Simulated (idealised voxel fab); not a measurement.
Proc. module: voxel self aligned contacts
It is cross-section cut that appears here, measuring 235 nm in width, its square cells being 5 nm in size.
Cross-section spec: square-cell grid; bands listed top down; each band is one or more rows. Band entry format. Leading values: height of top, height of bottom, nm. Remainder: materials in left-to-right order, each with its width in nm. Special words: "throughout" on a single material, which then fills the band edge to edge; "empty", empty space. Ref level 0: as-received wafer is one material below here. Bottom band extends down with no lower bound ("top 0, no bottom"). Think of "30..40" as a width that walks from the first number to the second as you go down the band, top row to bottom row, taking equal-sized steps from row to row. Reading "nothing different" for a step: not a cell of the cross-section changed in it. Any empty space of 8 cells or more lacking an open way to the top shows up in "Enclosed internal voids" as width x height at distance, distance from the left edge, in nm. Where a step's line continues beyond its settings, the continuation is a remark by the simulator itself on that step. overlay nm: for a step with a mask, the amount by which the mask lay right of where it was planned; a negative amount means left of it.
# Set out below are the planned steps of the process
1. RECEIVE with material Si
2. OXIDIZE with depth nm 5
3. DIRECTIONAL_DEP with material polySi, thk nm 25
4. DIRECTIONAL_DEP with material SiN, thk nm 15
5. MASKED_ETCH with tone cover, mask id GATE, width nm 25, pitch nm 50, etch materials SiN, depth nm 15, overlay nm 0
6. MASKED_ETCH with tone cover, mask id GATE, width nm 25, pitch nm 50, etch materials polySi, depth nm 25, overlay nm 0
7. CONFORMAL_DEP with material SiN, thk nm 5
8. DIRECTIONAL_ETCH with etch materials SiN, depth nm 5
9. FILL_DEP with material SiO2, thk nm 20
10. CMP with height nm 50
11. PATTERN with tone open, mask id CONTACT, material resist, width nm 35, thk nm 15, overlay nm 0
12. DIRECTIONAL_ETCH with etch materials SiO2, depth nm 55
13. STRIP with etch materials resist
14. CONFORMAL_DEP with material TiN, thk nm 5
15. FILL_DEP with material W, thk nm 5
16. CMP with height nm 50
17. CONFORMAL_DEP with material SiCN, thk nm 5
# Wafer cross-section on receipt, i.e. after step 1
top 0, no bottom = Si throughout
Enclosed internal voids: none
# Wafer cross-section at module end: first of two, run to plan
top 55, bottom 50 = SiCN throughout
top 50, bottom 40 = 100 of SiO2, 5..15 of TiN, 25..5 of W, 5..15 of TiN, 100 of SiO2
top 40, bottom 25 = 75 of SiO2, 35 of SiN, 5 of TiN, 5 of W, 5 of TiN, 35 of SiN, 75 of SiO2
top 25, bottom 0 = 75 of SiO2, 5 of SiN, 25 of polySi, 5 of SiN, 5 of TiN, 5 of W, 5 of TiN, 5 of SiN, 25 of polySi, 5 of SiN, 75 of SiO2
top 0, bottom -5 = 110 of SiO2, 15 of TiN, 110 of SiO2
top -5, no bottom = Si throughout
Enclosed internal voids: none
# Cross-section of the latter of the two wafers at module completion. It had an identical start and an identical plan to the former; in running it, one mistake was made
top 55, bottom 50 = SiCN throughout
top 50, bottom 40 = 95 of SiO2, 5..20 of TiN, 35..5 of W, 5..20 of TiN, 95 of SiO2
top 40, bottom 25 = 75 of SiO2, 35 of SiN, 5 of TiN, 5 of W, 5 of TiN, 35 of SiN, 75 of SiO2
top 25, bottom 0 = 75 of SiO2, 5 of SiN, 25 of polySi, 5 of SiN, 5 of TiN, 5 of W, 5 of TiN, 5 of SiN, 25 of polySi, 5 of SiN, 75 of SiO2
top 0, bottom -5 = 110 of SiO2, 15 of TiN, 110 of SiO2
top -5, no bottom = Si throughout
Enclosed internal voids: none
what went wrong: for step 11, the planned setting was not used; the step was instead run as PATTERN with tone open, mask id CONTACT, material resist, width nm 45, thk nm 15, overlay nm 0
FYI, end of process, the second wafer has more or fewer cells of some materials than the first: SiO2: 4 fewer; TiN: 2 more; W: 2 more
